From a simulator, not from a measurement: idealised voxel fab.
The following is a process module called voxel wiring stack.
FYI the section here is cut, 270 nm wide, cells are 5 nm squares.
Cross-section, as written here: a square-cell grid given band by band from the top down, where a band holds one or more rows of cells. Per band: top height and bottom height in nm, followed by the left-to-right materials and their widths in nm; "edge to edge" marks a single material spanning edge to edge, "blank" marks empty space. Note: height 0 marks the level under which the wafer is uniformly one material as received. Lowest band unbounded below, written "from 0 down". Width spec "30 to 40" -> top row of cells at first value, bottom row at second value, equal per-row change in between. Given "nothing was modified" for a step, no cell of the cross-section differs between before and after that step. Voids not open to the top, 8 cells minimum: see "Sealed-off cavities". Written width x height at distance; distance is from the left edge; nm. It should be noted that, on the line of a given step, the content following the step's settings is a remark produced by the simulator itself with respect to that step. The setting "overlay nm" may be written on the line of a step. When the step uses a mask, the value reports how far to the right of the planned place the mask lay, and a negative value reports that it lay to the left.
[This section lists the process steps that were planned]
1. RECEIVE | material Si
2. CONFORMAL_DEP | material SiO2 | thk nm 15
3. CONFORMAL_DEP | material SiN | thk nm 5
4. DIRECTIONAL_DEP | material SiO2 | thk nm 20
5. DIRECTIONAL_DEP | material aC | thk nm 10
6. PATTERN | tone open | mask id METAL_1 | material resist | width nm 30 | pitch nm 55 | thk nm 30 | overlay nm 0
7. DIRECTIONAL_ETCH | etch materials aC | depth nm 10
8. STRIP | etch materials resist
9. DIRECTIONAL_ETCH | etch materials SiO2 | depth nm 20
10. DIRECTIONAL_ETCH | etch materials SiN | depth nm 5
11. STRIP | etch materials aC
12. CONFORMAL_DEP | material TiN | thk nm 5
13. FILL_DEP | material Cu | thk nm 10
14. CMP | height nm 40
15. CONFORMAL_DEP | material SiCN | thk nm 5
16. DIRECTIONAL_DEP | material lowk | thk nm 25
17. PATTERN | tone open | mask id METAL_2 | material resist | width nm 30 | pitch nm 55 | thk nm 15 | overlay nm -15
18. DIRECTIONAL_ETCH | etch materials lowk | depth nm 15
19. STRIP | etch materials resist
20. PATTERN | tone open | mask id METAL_2_HOLES | material resist | width nm 15 | pitch nm 110 | thk nm 15 | overlay nm 0
21. DIRECTIONAL_ETCH | etch materials lowk | depth nm 10
22. DIRECTIONAL_ETCH | etch materials SiCN | depth nm 5
23. STRIP | etch materials resist
24. CONFORMAL_DEP | material TiN | thk nm 5
25. FILL_DEP | material Ru | thk nm 10
26. CMP | height nm 70
27. CONFORMAL_DEP | material SiN | thk nm 5
The overlay nm used in step 17 is not the same on every wafer, whereas the starting condition is; the value printed in the plan is the first wafer's.
[The first of several wafers as received, shown in cross-section; this is its state after step 1]
  from 0 down = Si edge to edge
  Sealed-off cavities: none
[Wafer rows, end of module: cells per material gained (+) or lost (-) since receipt; closed voids last]
overlay nm -15, +48 Cu, +30 Ru, +48 SiCN, +90 SiN, +306 SiO2, +84 TiN, +204 lowk, Sealed-off cavities: none
overlay nm -10, +48 Cu, +30 Ru, +48 SiCN, +90 SiN, +306 SiO2, +84 TiN, +204 lowk, Sealed-off cavities: none
overlay nm -5, +48 Cu, +30 Ru, +48 SiCN, +90 SiN, +306 SiO2, +84 TiN, +204 lowk, Sealed-off cavities: none
overlay nm 0, +48 Cu, +30 Ru, +48 SiCN, +90 SiN, +306 SiO2, +84 TiN, +204 lowk, Sealed-off cavities: none
overlay nm 5, +48 Cu, +26 Ru, +50 SiCN, +90 SiN, +306 SiO2, +86 TiN, +204 lowk, Sealed-off cavities: none
overlay nm 10, +48 Cu, +28 Ru, +52 SiCN, +90 SiN, +306 SiO2, +82 TiN, +204 lowk, Sealed-off cavities: none
overlay nm 15, +48 Cu, +30 Ru, +54 SiCN, +90 SiN, +306 SiO2, +78 TiN, +204 lowk, Sealed-off cavities: none
